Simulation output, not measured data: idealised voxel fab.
Title: Process Module voxel released beams
Xsec cut, 160 nm wide, square cell size 5 nm.
In what follows, cross-sections appear as grids of square cells, described through bands that run from the top down, where every band is one or more rows of cells.
Top, bottom (nm), then materials left to right with widths (nm); lone material tagged "edge to edge" fills the whole band edge to edge; "empty" = empty space.
Measure heights from 0. That's the level where, below it, the as-received wafer is all one material. The lowest band is bottomless and extends downward; write it as in "0 -> down".
When a width is written as two numbers, as in "30 to 40", the first number is the width in the top row of cells of the band and the second is the width in its bottom row, and the width changes by the same amount from each row to the next.
Basically "no change" means that step didn't change any cell in the cross-section.
In "Closed void catalog" the enclosed voids are listed, meaning empty spaces of 8 cells or larger without any opening to the top. The form is width x height at distance, distance from the left edge, units nm.
That trailing text on a step's line, after the settings, is the simulator's own remark on the step.
"overlay nm" answers the question of how far to the right of plan the mask lay on a step that has a mask, and when it is negative the answer is to the left.

[List of planned process steps]
1: RECEIVE with material Si
2: CONFORMAL_DEP with material SiN, thk nm 10
3: DIRECTIONAL_DEP with material SiO2, thk nm 15
4: PATTERN with tone open, mask id ANCHOR, material resist, width nm 40, thk nm 20, overlay nm 0
5: DIRECTIONAL_ETCH with etch materials SiO2, depth nm 15
6: STRIP with etch materials resist
7: CONFORMAL_DEP with material TiN, thk nm 15
8: PATTERN with tone cover, mask id BEAM, material resist, width nm 90, thk nm 15, overlay nm 0
9: DIRECTIONAL_ETCH with etch materials TiN, depth nm 15
10: STRIP with etch materials resist
11: STRIP with etch materials SiO2

[Cross-section of the wafer as it came to us, i.e., already through step 1]
0 -> down | Si edge to edge
Closed void catalog: none

[End state of the module in cross-section, given the above starting point and plan and one mistake in execution]
30 -> 15 | empty (30)  TiN (20)  empty (10)  TiN (60)  empty (40)
15 -> 0 | empty (35)  TiN (40)  empty (85)
0 -> down | Si edge to edge
Closed void catalog: none
It is concluded that the wafer was processed incorrectly with respect to the plan, in that with respect to the plan, step 2 was omitted and not executed
